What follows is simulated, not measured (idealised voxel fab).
process module | voxel fin reveal
We display cut, a cross-section 230 nm in width whose square cells are each 5 nm.
A cross-section is a grid of square cells, given in bands from the top down. A band is one or more rows of cells. First you get the band's top height and its bottom height, in nm, and then the materials it's made of, left to right, with each width in nm. If you see a single material with "throughout", that one covers the band edge to edge. "air" is empty space. Height reference: 0 = level under which incoming wafer is all one material. Lowest band: no bottom, runs on downward, e.g. "0 nm and below". So if you see something like "30 to 40" for the width, read it as the top row of the band sitting at the first number and the bottom row at the second, with every row in between moving by the same amount as the last. When a step is marked "no change occurred", none of the cells in the cross-section changed during that step. Basically, "Catalogued sealed voids" tells you about the enclosed voids: empty spaces with no open way to the top, 8 cells or bigger, each written width x height at distance, where distance is from the left edge, all in nm. On each step's line, the part that comes after the settings is the simulator's own comment on the step. "overlay nm", when on a step's line for a step with a mask, measures how far to the right of its planned place the mask lay; a negative measure means to the left.

[Process steps foreseen in the plan]
1) RECEIVE [material Si]
2) CONFORMAL_DEP [material SiN] [thk nm 10]
3) PATTERN [tone cover] [mask id FINS] [material resist] [width nm 15] [pitch nm 35] [thk nm 20] [overlay nm 0]
4) DIRECTIONAL_ETCH [etch materials SiN] [depth nm 10]
5) DIRECTIONAL_ETCH [etch materials Si] [depth nm 40]
6) STRIP [etch materials resist]
7) OXIDIZE [depth nm 5]
8) FILL_DEP [material SiO2] [thk nm 15]
9) CMP [height nm 10]
10) SELECTIVE_ETCH [etch materials SiO2] [depth nm 20]
11) STRIP [etch materials SiN]
12) CONFORMAL_DEP [material SiO2] [thk nm 5]

[Cross-section of the incoming wafer, state after step 1]
  0 nm and below: Si throughout
  Catalogued sealed voids: none

[First of two wafers, end-of-module section, run followed plan]
  5 nm to 0 nm: 90 nm air | 15 nm SiO2 | 20 nm air | 15 nm SiO2 | 90 nm air
  0 nm to -5 nm: 90 nm air | 5 nm SiO2 | 5 nm Si | 5 nm SiO2 | 20 nm air | 5 nm SiO2 | 5 nm Si | 5 nm SiO2 | 90 nm air
  -5 nm to -45 nm: 95 nm SiO2 | 5 nm Si | 30 nm SiO2 | 5 nm Si | 95 nm SiO2
  -45 nm and below: Si throughout
  Catalogued sealed voids: none

[Cross-sectional image of the second wafer of the two following completion of the module. Starting state and process plan were the same as for the first wafer; one execution error occurred]
  15 nm to 10 nm: 85 nm air | 25 nm SiO2 | 10 nm air | 25 nm SiO2 | 85 nm air
  10 nm to 0 nm: 85 nm air | 5 nm SiO2 | 15 nm SiN | 5 nm SiO2 | 10 nm air | 5 nm SiO2 | 15 nm SiN | 5 nm SiO2 | 85 nm air
  0 nm to -5 nm: 85 nm air | 10 nm SiO2 | 5 nm Si | 10 nm SiO2 | 10 nm air | 10 nm SiO2 | 5 nm Si | 10 nm SiO2 | 85 nm air
  -5 nm to -40 nm: 90 nm air | 5 nm SiO2 | 5 nm Si | 5 nm SiO2 | 20 nm air | 5 nm SiO2 | 5 nm Si | 5 nm SiO2 | 90 nm air
  -40 nm to -45 nm: 95 nm SiO2 | 5 nm Si | 30 nm SiO2 | 5 nm Si | 95 nm SiO2
  -45 nm and below: Si throughout
  Catalogued sealed voids: none
Where did the run depart from the plan? planned and actual differ for step 11; actual: STRIP [etch materials SiO2]
Wafer comparison, final, in cells, second relative to first, materials more or fewer: +12 SiN, -264 SiO2
